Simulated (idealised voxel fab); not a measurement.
process module | voxel self aligned contacts
cross-section cut | 220 nm wide | cells 5 nm
A cross-section is a grid of square cells, given in bands from the top down. A band is one or more rows of cells.
Each band's line starts with the height of the band's top and of its bottom, in nm. Then come its materials from left to right, each with its width in nm. One material with "throughout" fills the band from edge to edge. "air" is empty space.
Height 0 is the level under which the wafer as received is all one material. The lowest band goes on downwards, as in "0 down".
A width such as "30 to 40" changes by the same amount from each row of cells to the next, from the band's top row to its bottom row.
"no change" after a step means that no cell of the cross-section changed.
closed voids: empty space of 8 cells or more with no open way to the top, each as width x height at its distance from the left edge, in nm
after a step's settings: what the simulator itself notes on the step
overlay nm, on a step with a mask: how far to the right of its planned place the mask lay; to the left if negative
plan
1 op RECEIVE | material Si
2 op OXIDIZE | depth nm 5
3 op DIRECTIONAL_DEP | material polySi | thk nm 20
4 op DIRECTIONAL_DEP | material SiN | thk nm 15
5 op PATTERN | tone cover | mask id GATE | material resist | width nm 25 | pitch nm 50 | thk nm 15 | overlay nm 0
6 op DIRECTIONAL_ETCH | etch materials SiN | depth nm 15
7 op DIRECTIONAL_ETCH | etch materials polySi | depth nm 20
8 op STRIP | etch materials resist
9 op CONFORMAL_DEP | material SiN | thk nm 5
10 op DIRECTIONAL_ETCH | etch materials SiN | depth nm 5
11 op FILL_DEP | material SiO2 | thk nm 10
12 op CMP | height nm 40
13 op PATTERN | tone open | mask id CONTACT | material resist | width nm 35 | pitch nm 50 | thk nm 15 | overlay nm 0
14 op DIRECTIONAL_ETCH | etch materials SiO2 | depth nm 45
15 op STRIP | etch materials resist
16 op CONFORMAL_DEP | material TiN | thk nm 5
17 op FILL_DEP | material Ru | thk nm 10
18 op CMP | height nm 40
19 op CONFORMAL_DEP | material SiCN | thk nm 5
as received, after step 1
  0 down: Si throughout
  closed voids: none
first wafer at the end, as planned
  45 to 40: SiCN throughout
  40 to 35: SiO2 65 | TiN 15 | Ru 5 | TiN 15 | SiO2 15 | TiN 15 | Ru 5 | TiN 15 | SiO2 70
  35 to 20: SiO2 40 | SiN 35 | TiN 5 | Ru 5 | TiN 5 | SiN 35 | TiN 5 | Ru 5 | TiN 5 | SiN 35 | SiO2 45
  20 to 0: SiO2 40 | SiN 5 | polySi 25 | SiN 5 | TiN 5 | Ru 5 | TiN 5 | SiN 5 | polySi 25 | SiN 5 | TiN 5 | Ru 5 | TiN 5 | SiN 5 | polySi 25 | SiN 5 | SiO2 45
  0 to -5: SiO2 75 | TiN 15 | SiO2 35 | TiN 15 | SiO2 80
  -5 down: Si throughout
  closed voids: none
second wafer at the end: like start, like plan, one mistake
  45 to 40: SiCN throughout
  40 to 30: SiO2 65 | TiN 5 to 10 | Ru 25 to 15 | TiN 5 to 10 | SiO2 15 | TiN 5 to 10 | Ru 25 to 15 | TiN 5 to 10 | SiO2 70
  30 to 20: SiO2 45 | SiN 25 | TiN 5 | Ru 15 | TiN 5 | SiN 25 | TiN 5 | Ru 15 | TiN 5 | SiN 25 | SiO2 50
  20 to 0: SiO2 45 | polySi 25 | TiN 5 | Ru 15 | TiN 5 | polySi 25 | TiN 5 | Ru 15 | TiN 5 | polySi 25 | SiO2 50
  0 to -5: SiO2 70 | TiN 25 | SiO2 25 | TiN 25 | SiO2 75
  -5 down: Si throughout
  closed voids: none
what went wrong: step 9 was left out
at the end the second wafer has, in cells: 36 more of Ru | 57 fewer of SiN | 21 more of SiO2
